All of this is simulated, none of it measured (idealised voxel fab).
The document below concerns the process module designated voxel transistor to metal.
In the cross-section labelled cut, the width is 295 nm and each square cell is 5 nm.
A cross-section in this document is a grid of square cells, and it is written down as bands, the top band listed before the ones below it; a band is made up of one or more rows of cells.
Quick guide to a band line: top height, bottom height (nm) up front; then every material left to right with its width in nm. Only one material and it's marked "full width"? Then it fills the band edge to edge. And "blank" just means empty space.
Counting heights begins at 0, where everything beneath is, in the wafer as received, one material. The lowest band has no bottom; it goes on downwards, as "0 and below" shows.
The width entry "30..40" should be interpreted row by row: the top row of cells in the band takes the first number, the bottom row takes the second number, and the change between adjacent rows is uniform throughout.
Any step labelled "identical to before" changed none of the cells in the cross-section.
Closed empty spaces (no open way to the top) of 8 cells or more are what "Sealed cavities" lists, each as width x height at distance from the left edge, nm for all three.
after a step's settings: what the simulator itself notes on the step
overlay nm: right-of-plan distance of the mask on a masked step; negative values mean left-of-plan.

[Planned process steps]
1 RECEIVE: material Si
2 OXIDIZE: depth nm 5
3 CONFORMAL_DEP: material SiN, thk nm 15
4 DIRECTIONAL_DEP: material aC, thk nm 10
5 PATTERN: tone cover, mask id ACTIVE, material resist, width nm 95, pitch nm 120, thk nm 30, overlay nm 0
6 DIRECTIONAL_ETCH: etch materials aC, depth nm 10
7 STRIP: etch materials resist
8 DIRECTIONAL_ETCH: etch materials SiN, depth nm 15
9 DIRECTIONAL_ETCH: etch materials SiO2, depth nm 5
10 DIRECTIONAL_ETCH: etch materials Si, depth nm 25
11 STRIP: etch materials aC
12 FILL_DEP: material SiO2, thk nm 5
13 CMP: height nm 15
14 SELECTIVE_ETCH: etch materials SiO2, depth nm 15
15 STRIP: etch materials SiN
16 SELECTIVE_ETCH: etch materials SiO2, depth nm 5
17 OXIDIZE: depth nm 5
18 DIRECTIONAL_DEP: material polySi, thk nm 30
19 DIRECTIONAL_DEP: material SiCN, thk nm 15
20 MASKED_ETCH: tone cover, mask id GATE, width nm 15, pitch nm 120, etch materials SiCN, depth nm 25, overlay nm 0
21 MASKED_ETCH: tone cover, mask id GATE, width nm 15, pitch nm 120, etch materials polySi, depth nm 40, overlay nm 0
22 CONFORMAL_DEP: material SiN, thk nm 10
23 DIRECTIONAL_ETCH: etch materials SiN, depth nm 10
24 DIRECTIONAL_ETCH: etch materials SiO2, depth nm 5
25 DIRECTIONAL_ETCH: etch materials Si, depth nm 15
26 EPI: material nSi, thk nm 15
27 FILL_DEP: material SiO2, thk nm 5
28 CMP: height nm 40
29 DIRECTIONAL_DEP: material SiO2, thk nm 10
30 DIRECTIONAL_DEP: material aC, thk nm 15
31 PATTERN: tone open, mask id CONTACT, material resist, width nm 20, thk nm 35, overlay nm 0
32 DIRECTIONAL_ETCH: etch materials aC, depth nm 15
33 STRIP: etch materials resist
34 DIRECTIONAL_ETCH: etch materials SiO2, depth nm 60
35 STRIP: etch materials aC
36 CONFORMAL_DEP: material TiN, thk nm 5
37 FILL_DEP: material Ru, thk nm 10
38 CMP: height nm 50
39 DIRECTIONAL_DEP: material TiN, thk nm 5
40 DIRECTIONAL_DEP: material W, thk nm 25
41 DIRECTIONAL_DEP: material aC, thk nm 15
42 PATTERN: tone cover, mask id METAL_1, material resist, width nm 20, thk nm 30, overlay nm 0
43 DIRECTIONAL_ETCH: etch materials aC, depth nm 15
44 STRIP: etch materials resist
45 DIRECTIONAL_ETCH: etch materials W, depth nm 25
46 DIRECTIONAL_ETCH: etch materials TiN, depth nm 5
47 STRIP: etch materials aC
48 FILL_DEP: material lowk, thk nm 5
49 CMP: height nm 80
50 CONFORMAL_DEP: material SiCN, thk nm 5
51 DIRECTIONAL_DEP: material lowk, thk nm 30
52 PATTERN: tone open, mask id METAL_2_HOLES, material resist, width nm 15, pitch nm 120, thk nm 20, overlay nm 0
53 DIRECTIONAL_ETCH: etch materials lowk, depth nm 30
54 STRIP: etch materials resist
55 PATTERN: tone open, mask id METAL_2, material resist, width nm 20, pitch nm 120, thk nm 15, overlay nm 0
56 DIRECTIONAL_ETCH: etch materials lowk, depth nm 15
57 DIRECTIONAL_ETCH: etch materials SiCN, depth nm 5
58 STRIP: etch materials resist
59 CONFORMAL_DEP: material TiN, thk nm 5
60 FILL_DEP: material Ru, thk nm 5
61 CMP: height nm 115
62 CONFORMAL_DEP: material SiCN, thk nm 5

[Incoming wafer, cross-sectional view, post step 1]
> 0 and below: Si full width
> Sealed cavities: none

[Post-module cross-section of the first of two wafers (run per plan)]
> 120 down to 115: SiCN full width
> 115 down to 105: lowk=45; TiN=5; Ru=10; TiN=5; lowk=100; TiN=5; Ru=10; TiN=5; lowk=110
> 105 down to 100: lowk=45; TiN=5; Ru=5; TiN=10; lowk=100; TiN=5; Ru=5; TiN=10; lowk=110
> 100 down to 85: lowk=45; TiN=5; Ru=5; TiN=5; lowk=105; TiN=5; Ru=5; TiN=5; lowk=115
> 85 down to 80: SiCN=45; TiN=15; SiCN=105; TiN=15; SiCN=115
> 80 down to 55: lowk=45; W=20; lowk=45; W=20; lowk=35; W=20; lowk=45; W=20; lowk=45
> 55 down to 50: lowk=45; TiN=20; lowk=45; TiN=20; lowk=35; TiN=20; lowk=45; TiN=20; lowk=45
> 50 down to 40: SiO2=45; TiN=5; Ru=10; TiN=5; SiO2=45; TiN=5; Ru=10; TiN=5; SiO2=35; TiN=5; Ru=10; TiN=5; SiO2=45; TiN=5; Ru=10; TiN=5; SiO2=45
> 40 down to 25: SiO2=45; TiN=5; Ru=10; TiN=5; SiO2=5; SiN=10; SiCN=15; SiN=10; SiO2=5; TiN=5; Ru=10; TiN=5; SiO2=35; TiN=5; Ru=10; TiN=5; SiO2=5; SiN=10; SiCN=15; SiN=10; SiO2=5; TiN=5; Ru=10; TiN=5; SiO2=45
> 25 down to 10: SiO2=45; TiN=5; Ru=10; TiN=5; SiO2=5; SiN=10; polySi=15; SiN=10; SiO2=5; TiN=5; Ru=10; TiN=5; SiO2=35; TiN=5; Ru=10; TiN=5; SiO2=5; SiN=10; polySi=15; SiN=10; SiO2=5; TiN=5; Ru=10; TiN=5; SiO2=45
> 10 down to 5: SiO2=45; TiN=20; SiO2=5; SiN=10; polySi=15; SiN=10; SiO2=5; TiN=20; SiO2=35; TiN=20; SiO2=5; SiN=10; polySi=15; SiN=10; SiO2=5; TiN=20; SiO2=45
> 5 down to -5: SiO2=45; TiN=10; nSi=15; SiN=10; polySi=15; SiN=10; nSi=15; TiN=10; SiO2=35; TiN=10; nSi=15; SiN=10; polySi=15; SiN=10; nSi=15; TiN=10; SiO2=45
> -5 down to -10: SiO2=45; TiN=10; nSi=15; SiO2=35; nSi=15; TiN=10; SiO2=35; TiN=10; nSi=15; SiO2=35; nSi=15; TiN=10; SiO2=45
> -10 down to -25: SiO2=40; nSi=30; Si=35; nSi=30; SiO2=25; nSi=30; Si=35; nSi=30; SiO2=40
> -25 down to -30: SiO2=40; Si=95; SiO2=25; Si=95; SiO2=40
> -30 and below: Si full width
> Sealed cavities: none

[End of module, second wafer, cross-section. Started like the first, planned like the first, run with one mistake]
> 120 down to 115: SiCN full width
> 115 down to 105: lowk=45; TiN=5; Ru=10; TiN=5; lowk=100; TiN=5; Ru=10; TiN=5; lowk=110
> 105 down to 100: lowk=45; TiN=5; Ru=5; TiN=10; lowk=100; TiN=5; Ru=5; TiN=10; lowk=110
> 100 down to 85: lowk=45; TiN=5; Ru=5; TiN=5; lowk=105; TiN=5; Ru=5; TiN=5; lowk=115
> 85 down to 80: SiCN=45; TiN=15; SiCN=105; TiN=15; SiCN=115
> 80 down to 55: lowk=45; W=20; lowk=45; W=20; lowk=35; W=20; lowk=45; W=20; lowk=45
> 55 down to 50: lowk=45; TiN=20; lowk=45; TiN=20; lowk=35; TiN=20; lowk=45; TiN=20; lowk=45
> 50 down to 40: SiO2=45; TiN=5; Ru=10; TiN=5; SiO2=45; TiN=5; Ru=10; TiN=5; SiO2=35; TiN=5; Ru=10; TiN=5; SiO2=45; TiN=5; Ru=10; TiN=5; SiO2=45
> 40 down to 30: SiO2=45; TiN=5; Ru=10; TiN=5; SiO2=5; SiN=10; SiCN=15; SiN=10; SiO2=5; TiN=5; Ru=10; TiN=5; SiO2=35; TiN=5; Ru=10; TiN=5; SiO2=5; SiN=10; SiCN=15; SiN=10; SiO2=5; TiN=5; Ru=10; TiN=5; SiO2=45
> 30 down to 10: SiO2=45; TiN=5; Ru=10; TiN=5; SiO2=5; SiN=10; polySi=15; SiN=10; SiO2=5; TiN=5; Ru=10; TiN=5; SiO2=35; TiN=5; Ru=10; TiN=5; SiO2=5; SiN=10; polySi=15; SiN=10; SiO2=5; TiN=5; Ru=10; TiN=5; SiO2=45
> 10 down to 5: SiO2=45; TiN=20; SiO2=5; SiN=10; polySi=15; SiN=10; SiO2=5; TiN=20; SiO2=35; TiN=20; SiO2=5; SiN=10; polySi=15; SiN=10; SiO2=5; TiN=20; SiO2=45
> 5 down to -5: SiO2=45; TiN=10; nSi=15; SiN=10; polySi=15; SiN=10; nSi=15; TiN=10; SiO2=35; TiN=10; nSi=15; SiN=10; polySi=15; SiN=10; nSi=15; TiN=10; SiO2=45
> -5 down to -10: SiO2=45; TiN=10; nSi=15; SiO2=35; nSi=15; TiN=10; SiO2=35; TiN=10; nSi=15; SiO2=35; nSi=15; TiN=10; SiO2=45
> -10 down to -25: SiO2=40; nSi=30; Si=35; nSi=30; SiO2=25; nSi=30; Si=35; nSi=30; SiO2=40
> -25 down to -30: SiO2=40; Si=95; SiO2=25; Si=95; SiO2=40
> -30 and below: Si full width
> Sealed cavities: none
Diagnosis: step 18 did not happen as planned, as run it was DIRECTIONAL_DEP: material polySi, thk nm 35
Wafer comparison, final, in cells, second relative to first, materials more or fewer: 6 fewer of SiCN | 6 more of polySi
